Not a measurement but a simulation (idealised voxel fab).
Title: Process Module voxel lift off
The figure presents cross-section cut, which has a width of 185 nm and is divided into square cells with an edge length of 5 nm.
Cross-section spec: square-cell grid; bands listed top down; each band is one or more rows.
What a band's entry tells you: where the top is and where the bottom is, as heights in nm, and after that what lies inside, material by material from left to right, each with its width in nm. Empty space is written as the word "blank", and a single material marked with the word "edge to edge" occupies the band from edge to edge.
Where do heights start? At 0: under that level the wafer as delivered is made of one material only. And the lowest band has no floor; it just carries on downward, as in "z 0 and below".
Read "30->40" as a graded width: first number on top, second number at the bottom, same change between each pair of neighbouring rows.
No cell of the cross-section changed in a step that is given as "nothing changed".
This entry, "Unvented voids", enumerates those empty regions of no fewer than 8 cells that possess no open connection to the top. Each region is reported in the form width x height at distance, the distance being taken from the left edge, with all three quantities expressed in nm.
If you see something after the settings on a step's line, that's the simulator's own remark about that step.
For masked steps, "overlay nm" on the step line gives how far right of plan the mask actually lay; a minus sign means it lay to the left.

The following list gives the planned process steps:
| 1 | RECEIVE, material Si |
| 2 | CONFORMAL_DEP, material SiN, thk nm 10 |
| 3 | PATTERN, tone open, mask id LINES, material resist, width nm 20, pitch nm 40, thk nm 20, overlay nm 0 |
| 4 | DIRECTIONAL_DEP, material Ru, thk nm 5 |
| 5 | STRIP, etch materials resist |
| 6 | CONFORMAL_DEP, material SiN, thk nm 10 |

As-received state of the wafer in cross-section, equivalent to post-step 1:
* z 0 and below  Si edge to edge
* Unvented voids: none

Below is the wafer in cross-section after the module was completed. It began from the starting point shown above and followed the plan shown above, except that one mistake was made while running it:
* z 25 to 20  blank=50  SiN=80  blank=55
* z 20 to 0  SiN edge to edge
* z 0 and below  Si edge to edge
* Unvented voids: none
Deviation from plan: rather than as planned, step 4 actually ran as DIRECTIONAL_DEP, material SiN, thk nm 5
